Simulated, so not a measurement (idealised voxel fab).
voxel capacitor over wiring: a process module
It is cross-section cut that appears here, measuring 155 nm in width, its square cells being 5 nm in size.
Cross-sections here: square-cell grids, written as top-down lists of bands, a band being one or more rows of cells.
Top height, bottom height, nm. Materials left to right, width each, nm. Single material + "everywhere" = fills band edge to edge. "blank" = empty.
The level at which height equals 0 is the one under which the wafer, as it arrives, is entirely one material. No lower edge exists for the bottom band, which continues downward and is notated as in "top 0, no bottom".
A width given as "30->40" starts at the first number in the band's top row and ends at the second number in its bottom row, shifting by an equal amount at every step from row to row.
Take "nothing got changed" at face value: in the step it is given for, the cross-section changed in none of its cells.
"Sealed voids": sealed empty spaces, 8 cells or more, no open way to top, listed width x height at distance, with distance from the left edge and width, height and distance in nm.
Whatever follows a step's settings on its line is a remark the simulator itself makes about that step.
overlay nm: how far to the right of its planned place the mask lay on this masked step (negative: to the left).

Steps planned for the process
| 1 | RECEIVE: material Si |
| 2 | CONFORMAL_DEP: material SiO2, thk nm 10 |
| 3 | DIRECTIONAL_DEP: material TiN, thk nm 5 |
| 4 | DIRECTIONAL_DEP: material Ru, thk nm 25 |
| 5 | MASKED_ETCH: tone cover, mask id METAL_1, width nm 30, pitch nm 85, etch materials Ru, depth nm 25, overlay nm 0 |
| 6 | MASKED_ETCH: tone cover, mask id METAL_1, width nm 30, pitch nm 85, etch materials TiN, depth nm 5, overlay nm 0 |
| 7 | CONFORMAL_DEP: material SiN, thk nm 5 |
| 8 | FILL_DEP: material lowk, thk nm 5 |
| 9 | CMP: height nm 40 |
| 10 | CONFORMAL_DEP: material SiCN, thk nm 5 |
| 11 | DIRECTIONAL_DEP: material SiO2, thk nm 20 |
| 12 | PATTERN: tone open, mask id PLUG_1, material resist, width nm 15, thk nm 20, overlay nm 0 |
| 13 | DIRECTIONAL_ETCH: etch materials SiO2, depth nm 20 |
| 14 | DIRECTIONAL_ETCH: etch materials SiCN, depth nm 5 |
| 15 | STRIP: etch materials resist |
| 16 | EPI: material Ru, thk nm 10 |
| 17 | EPI: material Ru, thk nm 10 |
| 18 | EPI: material Ru, thk nm 5 |
| 19 | DIRECTIONAL_DEP: material TiN, thk nm 10 |
| 20 | DIRECTIONAL_DEP: material Al2O3, thk nm 5 |
| 21 | DIRECTIONAL_DEP: material TiN, thk nm 10 |
| 22 | MASKED_ETCH: tone cover, mask id UPPER_PLATE, width nm 60, etch materials TiN, depth nm 10, overlay nm 0 |
| 23 | MASKED_ETCH: tone cover, mask id UPPER_PLATE, width nm 60, etch materials Al2O3, depth nm 5, overlay nm 0 |
| 24 | MASKED_ETCH: tone cover, mask id LOWER_PLATE, width nm 70, etch materials TiN, depth nm 10, overlay nm 0 |
| 25 | FILL_DEP: material SiO2, thk nm 15 |
| 26 | CMP: height nm 100 |
| 27 | MASKED_ETCH: tone open, mask id PLUG_2, width nm 15, etch materials SiO2, depth nm 10, overlay nm 0 |
| 28 | CONFORMAL_DEP: material TiN, thk nm 5 |
| 29 | FILL_DEP: material Cu, thk nm 10 |
| 30 | CMP: height nm 100 |
| 31 | CONFORMAL_DEP: material SiCN, thk nm 5 |

Here's what the wafer looked like in cross-section when it arrived - that's after step 1
- top 0, no bottom: Si everywhere
- Sealed voids: none

Wafer cross-section at module end: first of two, run to plan
- top 105, bottom 100: SiCN everywhere
- top 100, bottom 95: 45 nm SiO2; 5 nm TiN; 5 nm Cu; 5 nm TiN; 95 nm SiO2
- top 95, bottom 90: 45 nm SiO2; 15 nm TiN; 95 nm SiO2
- top 90, bottom 80: 35 nm SiO2; 60 nm TiN; 60 nm SiO2
- top 80, bottom 75: 35 nm SiO2; 60 nm Al2O3; 60 nm SiO2
- top 75, bottom 65: 30 nm SiO2; 70 nm TiN; 55 nm SiO2
- top 65, bottom 45: 35 nm SiO2; 15 nm Ru; 105 nm SiO2
- top 45, bottom 40: 35 nm SiCN; 15 nm Ru; 105 nm SiCN
- top 40, bottom 15: 15 nm lowk; 5 nm SiN; 30 nm Ru; 5 nm SiN; 45 nm lowk; 5 nm SiN; 30 nm Ru; 5 nm SiN; 15 nm lowk
- top 15, bottom 10: 20 nm SiN; 30 nm TiN; 55 nm SiN; 30 nm TiN; 20 nm SiN
- top 10, bottom 0: SiO2 everywhere
- top 0, no bottom: Si everywhere
- Sealed voids: none

This is the second of the two wafers, cross-sectioned at the end of the module; it started exactly like the first and was given the same plan, but it was run with one mistake
- top 105, bottom 100: SiCN everywhere
- top 100, bottom 90: 35 nm SiO2; 25 nm TiN; 95 nm SiO2
- top 90, bottom 85: 35 nm SiO2; 25 nm Al2O3; 35 nm TiN; 60 nm SiO2
- top 85, bottom 80: 30 nm SiO2; 65 nm TiN; 60 nm SiO2
- top 80, bottom 75: 30 nm SiO2; 30 nm TiN; 35 nm Al2O3; 60 nm SiO2
- top 75, bottom 65: 25 nm SiO2; 35 nm Ru; 40 nm TiN; 55 nm SiO2
- top 65, bottom 45: 35 nm SiO2; 15 nm Ru; 105 nm SiO2
- top 45, bottom 40: 35 nm SiCN; 15 nm Ru; 105 nm SiCN
- top 40, bottom 15: 15 nm lowk; 5 nm SiN; 30 nm Ru; 5 nm SiN; 45 nm lowk; 5 nm SiN; 30 nm Ru; 5 nm SiN; 15 nm lowk
- top 15, bottom 10: 20 nm SiN; 30 nm TiN; 55 nm SiN; 30 nm TiN; 20 nm SiN
- top 10, bottom 0: SiO2 everywhere
- top 0, no bottom: Si everywhere
- Sealed voids: none
What broke from the plan during processing? there is no telling which one of steps 16 and 17, all the same, got done twice
FYI, end of process, the second wafer has more or fewer cells of some materials than the first: -1 Cu; +14 Ru; -8 SiO2; -5 TiN
